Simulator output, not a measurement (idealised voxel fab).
The document below concerns the process module designated voxel air gaps.
Square cell edge 5 nm, section width 215 nm, ID cut.
Cross-section layout: square cells on a grid; listed as bands, top to bottom; a band spans one or more cell rows. Band: top and bottom heights (nm) first, top before bottom; then materials from left to right, widths in nm. "edge to edge" marks a sole material filling the band edge to edge. "empty" denotes empty space. Basically, 0 is our baseline, since under it the wafer straight out of the box is all one material. The bottom band has no lower end and keeps on going down, so it looks like "0 and below". Think of "30 to 40" as a width that walks from the first number to the second as you go down the band, top row to bottom row, taking equal-sized steps from row to row. No cell of the cross-section changed in a step that is given as "no change occurred". Basically, "Closed void listing" tells you about the enclosed voids: empty spaces with no open way to the top, 8 cells or bigger, each written width x height at distance, where distance is from the left edge, all in nm. Whatever follows a step's settings on its line is a remark the simulator itself makes about that step. overlay nm: mask offset rightward from planned place, masked step; negative means leftward offset.

Set out below are the planned steps of the process:
1. RECEIVE,material Si
2. CONFORMAL_DEP,material SiO2,thk nm 10
3. CONFORMAL_DEP,material SiCN,thk nm 5
4. DIRECTIONAL_DEP,material lowk,thk nm 40
5. DIRECTIONAL_DEP,material aC,thk nm 10
6. PATTERN,tone open,mask id LINES,material resist,width nm 20,pitch nm 50,thk nm 30,overlay nm 0
7. DIRECTIONAL_ETCH,etch materials aC,depth nm 10
8. STRIP,etch materials resist
9. DIRECTIONAL_ETCH,etch materials lowk,depth nm 40
10. STRIP,etch materials aC
11. CONFORMAL_DEP,material TiN,thk nm 5
12. FILL_DEP,material Cu,thk nm 5
13. CMP,height nm 55
14. EPI,material Ru,thk nm 10
15. SELECTIVE_ETCH,etch materials lowk,depth nm 50
16. CONFORMAL_DEP,material SiCN,thk nm 5

The first wafer of two, processed as planned:

Cross-section, incoming material, after step 1:
* 0 and below  Si edge to edge
* Closed void listing: none

Wafer after step 2 (cross-section):
* 10 down to 0  SiO2 edge to edge
* Whatever lies below 0 is exactly as it was before.

Wafer after step 3 (cross-section):
* 15 down to 10  SiCN edge to edge
* Whatever lies below 10 is exactly as it was before.

Wafer after step 4 (cross-section):
* 55 down to 15  lowk edge to edge
* Whatever lies below 15 is exactly as it was before.

Wafer after step 5 (cross-section):
* 65 down to 55  aC edge to edge
* Whatever lies below 55 is exactly as it was before.

Wafer after step 6 (cross-section):
* 95 down to 65  resist 45 nm, then empty 20 nm, then resist 30 nm, then empty 20 nm, then resist 30 nm, then empty 20 nm, then resist 50 nm
* Whatever lies below 65 is exactly as it was before.

Wafer after step 7 (cross-section):
* 85 down to 65  resist 45 nm, then empty 20 nm, then resist 30 nm, then empty 20 nm, then resist 30 nm, then empty 20 nm, then resist 50 nm
* 65 down to 55  aC 45 nm, then empty 20 nm, then aC 30 nm, then empty 20 nm, then aC 30 nm, then empty 20 nm, then aC 50 nm
* Whatever lies below 55 is exactly as it was before.

Wafer after step 8 (cross-section):
* 65 down to 55  aC 45 nm, then empty 20 nm, then aC 30 nm, then empty 20 nm, then aC 30 nm, then empty 20 nm, then aC 50 nm
* Whatever lies below 55 is exactly as it was before.

Wafer after step 9 (cross-section):
* 65 down to 55  aC 45 nm, then empty 20 nm, then aC 30 nm, then empty 20 nm, then aC 30 nm, then empty 20 nm, then aC 50 nm
* 55 down to 15  lowk 45 nm, then empty 20 nm, then lowk 30 nm, then empty 20 nm, then lowk 30 nm, then empty 20 nm, then lowk 50 nm
* Whatever lies below 15 is exactly as it was before.

Wafer after step 10 (cross-section):
* 55 down to 15  lowk 45 nm, then empty 20 nm, then lowk 30 nm, then empty 20 nm, then lowk 30 nm, then empty 20 nm, then lowk 50 nm
* Whatever lies below 15 is exactly as it was before.

Wafer after step 11 (cross-section):
* 60 down to 55  TiN 50 nm, then empty 10 nm, then TiN 40 nm, then empty 10 nm, then TiN 40 nm, then empty 10 nm, then TiN 55 nm
* 55 down to 20  lowk 45 nm, then TiN 5 nm, then empty 10 nm, then TiN 5 nm, then lowk 30 nm, then TiN 5 nm, then empty 10 nm, then TiN 5 nm, then lowk 30 nm, then TiN 5 nm, then empty 10 nm, then TiN 5 nm, then lowk 50 nm
* 20 down to 15  lowk 45 nm, then TiN 20 nm, then lowk 30 nm, then TiN 20 nm, then lowk 30 nm, then TiN 20 nm, then lowk 50 nm
* Whatever lies below 15 is exactly as it was before.

Wafer after step 12 (cross-section):
* 65 down to 60  Cu edge to edge
* 60 down to 55  TiN 50 nm, then Cu 10 nm, then TiN 40 nm, then Cu 10 nm, then TiN 40 nm, then Cu 10 nm, then TiN 55 nm
* 55 down to 20  lowk 45 nm, then TiN 5 nm, then Cu 10 nm, then TiN 5 nm, then lowk 30 nm, then TiN 5 nm, then Cu 10 nm, then TiN 5 nm, then lowk 30 nm, then TiN 5 nm, then Cu 10 nm, then TiN 5 nm, then lowk 50 nm
* Whatever lies below 20 is exactly as it was before.

Wafer after step 13 (cross-section):
* 55 down to 20  lowk 45 nm, then TiN 5 nm, then Cu 10 nm, then TiN 5 nm, then lowk 30 nm, then TiN 5 nm, then Cu 10 nm, then TiN 5 nm, then lowk 30 nm, then TiN 5 nm, then Cu 10 nm, then TiN 5 nm, then lowk 50 nm
* Whatever lies below 20 is exactly as it was before.

Wafer after step 14 (cross-section):
* 65 down to 55  empty 35 nm, then Ru 40 nm, then empty 10 nm, then Ru 40 nm, then empty 10 nm, then Ru 40 nm, then empty 40 nm
* Whatever lies below 55 is exactly as it was before.

Wafer after step 15 (cross-section):
* 65 down to 55  empty 35 nm, then Ru 40 nm, then empty 10 nm, then Ru 40 nm, then empty 10 nm, then Ru 40 nm, then empty 40 nm
* 55 down to 20  empty 45 nm, then TiN 5 nm, then Cu 10 nm, then TiN 5 nm, then empty 30 nm, then TiN 5 nm, then Cu 10 nm, then TiN 5 nm, then empty 30 nm, then TiN 5 nm, then Cu 10 nm, then TiN 5 nm, then empty 50 nm
* 20 down to 15  empty 45 nm, then TiN 20 nm, then empty 30 nm, then TiN 20 nm, then empty 30 nm, then TiN 20 nm, then empty 50 nm
* Whatever lies below 15 is exactly as it was before.

Wafer after step 16 (cross-section):
* 70 down to 65  empty 30 nm, then SiCN 150 nm, then empty 35 nm
* 65 down to 55  empty 30 nm, then SiCN 5 nm, then Ru 40 nm, then SiCN 10 nm, then Ru 40 nm, then SiCN 10 nm, then Ru 40 nm, then SiCN 5 nm, then empty 35 nm
* 55 down to 50  empty 30 nm, then SiCN 15 nm, then TiN 5 nm, then Cu 10 nm, then TiN 5 nm, then SiCN 30 nm, then TiN 5 nm, then Cu 10 nm, then TiN 5 nm, then SiCN 30 nm, then TiN 5 nm, then Cu 10 nm, then TiN 5 nm, then SiCN 15 nm, then empty 35 nm
* 50 down to 20  empty 40 nm, then SiCN 5 nm, then TiN 5 nm, then Cu 10 nm, then TiN 5 nm, then SiCN 5 nm, then empty 20 nm, then SiCN 5 nm, then TiN 5 nm, then Cu 10 nm, then TiN 5 nm, then SiCN 5 nm, then empty 20 nm, then SiCN 5 nm, then TiN 5 nm, then Cu 10 nm, then TiN 5 nm, then SiCN 5 nm, then empty 45 nm
* 20 down to 15  SiCN 45 nm, then TiN 20 nm, then SiCN 30 nm, then TiN 20 nm, then SiCN 30 nm, then TiN 20 nm, then SiCN 50 nm
* Whatever lies below 15 is exactly as it was before.
* Closed void listing: 20 x 30 at 70; 20 x 30 at 120

Wafer two of the pair: same origin, same plan, one error during the run; identical to wafer one up to and including step 13:

Cross-section of the second wafer at the time by which step 14 should have been completed according to the plan:
* 75 down to 55  empty 25 nm, then Ru 160 nm, then empty 30 nm
* Whatever lies below 55 is exactly as it was before.

Cross-section of the second wafer at the time by which step 15 should have been completed according to the plan:
* 75 down to 55  empty 25 nm, then Ru 160 nm, then empty 30 nm
* 55 down to 20  empty 45 nm, then TiN 5 nm, then Cu 10 nm, then TiN 5 nm, then lowk 30 nm, then TiN 5 nm, then Cu 10 nm, then TiN 5 nm, then lowk 30 nm, then TiN 5 nm, then Cu 10 nm, then TiN 5 nm, then empty 50 nm
* 20 down to 15  empty 45 nm, then TiN 20 nm, then lowk 30 nm, then TiN 20 nm, then lowk 30 nm, then TiN 20 nm, then empty 50 nm
* Whatever lies below 15 is exactly as it was before.

Cross-section of the second wafer at the time by which step 16 should have been completed according to the plan:
* 80 down to 75  empty 20 nm, then SiCN 170 nm, then empty 25 nm
* 75 down to 55  empty 20 nm, then SiCN 5 nm, then Ru 160 nm, then SiCN 5 nm, then empty 25 nm
* 55 down to 50  empty 20 nm, then SiCN 25 nm, then TiN 5 nm, then Cu 10 nm, then TiN 5 nm, then lowk 30 nm, then TiN 5 nm, then Cu 10 nm, then TiN 5 nm, then lowk 30 nm, then TiN 5 nm, then Cu 10 nm, then TiN 5 nm, then SiCN 25 nm, then empty 25 nm
* 50 down to 20  empty 40 nm, then SiCN 5 nm, then TiN 5 nm, then Cu 10 nm, then TiN 5 nm, then lowk 30 nm, then TiN 5 nm, then Cu 10 nm, then TiN 5 nm, then lowk 30 nm, then TiN 5 nm, then Cu 10 nm, then TiN 5 nm, then SiCN 5 nm, then empty 45 nm
* 20 down to 15  SiCN 45 nm, then TiN 20 nm, then lowk 30 nm, then TiN 20 nm, then lowk 30 nm, then TiN 20 nm, then SiCN 50 nm
* Whatever lies below 15 is exactly as it was before.
Short version of what went wrong: yeah, plan step 14 got run twice
Final tally in cells, some materials are higher or lower on the second wafer than on the first: 80 more of Ru; 44 fewer of SiCN; 96 more of lowk
So at the end we're looking at 2 closed voids on the first wafer and 0 on the second.
